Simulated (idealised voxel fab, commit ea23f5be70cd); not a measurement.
voxel self aligned contacts: a process module
Cross-section cut spans 190 nm and uses square cells 5 nm in size.
A cross-section is written here as square cells arranged in a grid, and it is given in bands from the top down, each band taking up one or more rows of cells. Top, bottom (nm), then materials left to right with widths (nm); lone material tagged "everywhere" fills the whole band edge to edge; "air" = empty space. A quick word on heights: they are counted from 0, and under that level the wafer as it came to us is one material throughout. The lowest band is different from the rest in having no bottom; it simply continues downward, written as in "top 0, no bottom". The two numbers in a width such as "30 to 40" mark its ends across the band: the first belongs to the top row of cells, the second to the bottom row, and from each row to the next the width moves by the same amount. You'll sometimes find "stayed the same" written for a step, and that's the way of saying that nowhere in the cross-section did a cell change during that step. "Unvented cavities" lists enclosed empty spaces (at least 8 cells, no open path upward to the top), each as width x height at distance from the left edge, in nm. On each step's line, the part that comes after the settings is the simulator's own comment on the step. overlay nm, on a step with a mask: how far to the right of its planned place the mask lay; to the left if negative.
[Process steps (planned)]
1. RECEIVE with material Si
2. OXIDIZE with depth nm 5
3. DIRECTIONAL_DEP with material polySi, thk nm 25
4. DIRECTIONAL_DEP with material SiN, thk nm 25
5. PATTERN with tone cover, mask id GATE, material resist, width nm 35, pitch nm 80, thk nm 20, overlay nm 0
6. DIRECTIONAL_ETCH with etch materials SiN, depth nm 25
7. DIRECTIONAL_ETCH with etch materials polySi, depth nm 25
8. STRIP with etch materials resist
9. CONFORMAL_DEP with material SiN, thk nm 10
10. DIRECTIONAL_ETCH with etch materials SiN, depth nm 10
11. FILL_DEP with material SiO2, thk nm 10
12. CMP with height nm 55
13. DIRECTIONAL_DEP with material aC, thk nm 15
14. PATTERN with tone open, mask id CONTACT, material resist, width nm 55, thk nm 35, overlay nm -15
15. DIRECTIONAL_ETCH with etch materials aC, depth nm 15
16. STRIP with etch materials resist
17. DIRECTIONAL_ETCH with etch materials SiO2, depth nm 60
18. STRIP with etch materials aC
19. CONFORMAL_DEP with material TiN, thk nm 5
20. FILL_DEP with material Ru, thk nm 5
21. CMP with height nm 55
22. CONFORMAL_DEP with material SiN, thk nm 5
Don't read the plan's overlay nm for step 14 as applying to every wafer: that's the first wafer's value, and the wafers differ in it, though they all start identical.
[First of several wafers, received after step 1, in cross-section]
    top 0, no bottom = Si everywhere
    Unvented cavities: none
[Heads up, this table goes wafer by wafer. A row tells you, at the end of the module, how many cells of each material that wafer has put on (+) or dropped (-) since it was received, and then its closed voids]
overlay nm -15; +33 Ru; -38 Si; +188 SiN; +170 SiO2; +33 TiN; +70 polySi; Unvented cavities: none
overlay nm -10; +33 Ru; -38 Si; +188 SiN; +170 SiO2; +33 TiN; +70 polySi; Unvented cavities: none
overlay nm -5; +33 Ru; -38 Si; +188 SiN; +170 SiO2; +33 TiN; +70 polySi; Unvented cavities: none
overlay nm 0; +33 Ru; -38 Si; +188 SiN; +170 SiO2; +33 TiN; +70 polySi; Unvented cavities: none
overlay nm 5; +33 Ru; -38 Si; +188 SiN; +170 SiO2; +33 TiN; +70 polySi; Unvented cavities: none
overlay nm 10; +33 Ru; -38 Si; +188 SiN; +170 SiO2; +33 TiN; +70 polySi; Unvented cavities: none
overlay nm 15; +33 Ru; -38 Si; +188 SiN; +170 SiO2; +33 TiN; +70 polySi; Unvented cavities: none
